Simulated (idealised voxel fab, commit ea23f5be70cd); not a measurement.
The process module that follows is named voxel double patterning.
We display cut, a cross-section 180 nm in width whose square cells are each 5 nm.
In this document a cross-section is written as a grid of square cells. It is given as a series of bands, listed from the top down, and a band is one or more rows of cells. Per band: top height and bottom height in nm, followed by the left-to-right materials and their widths in nm; "all across" marks a single material spanning edge to edge, "empty" marks empty space. For the purposes of this specification, 0 denotes the height below which the wafer in its as-received condition is composed wholly of one material, and the lowermost band, lacking a lower limit, extends downward without end, as expressed in "top 0, no bottom". Width "30->40": first value at the band's top row of cells, second value at its bottom row, equal change from row to row. Where the words "identical to before" appear for a step, the cross-section shows no cell changed by that step; every cell remained as before. "Listed closed voids" lists enclosed empty spaces (at least 8 cells, no open path upward to the top), each as width x height at distance from the left edge, in nm. The remark found on a step's line after its settings is issued by the simulator itself and pertains to that step. "overlay nm" answers the question of how far to the right of plan the mask lay on a step that has a mask, and when it is negative the answer is to the left.

Process steps foreseen in the plan:
1. RECEIVE,material Si
2. CONFORMAL_DEP,material SiO2,thk nm 5
3. DIRECTIONAL_DEP,material W,thk nm 20
4. DIRECTIONAL_DEP,material SiCN,thk nm 5
5. MASKED_ETCH,tone open,mask id FIRST,width nm 15,pitch nm 50,etch materials SiCN,depth nm 5,overlay nm 0
6. PATTERN,tone open,mask id SECOND,material resist,width nm 15,pitch nm 50,thk nm 15,overlay nm 0
7. DIRECTIONAL_ETCH,etch materials SiCN,depth nm 5
8. STRIP,etch materials resist
9. DIRECTIONAL_ETCH,etch materials W,depth nm 20
10. STRIP,etch materials SiCN

As-received state of the wafer in cross-section, equivalent to post-step 1:
	top 0, no bottom | Si all across
	Listed closed voids: none

Wafer at module end, in section. Began as above, planned as above, run with one mistake:
	top 25, bottom 20 | SiO2 all across
	top 20, bottom 0 | W all across
	top 0, no bottom | Si all across
	Listed closed voids: none
Diagnosis: ran 2 and 3 in swapped order versus the plan
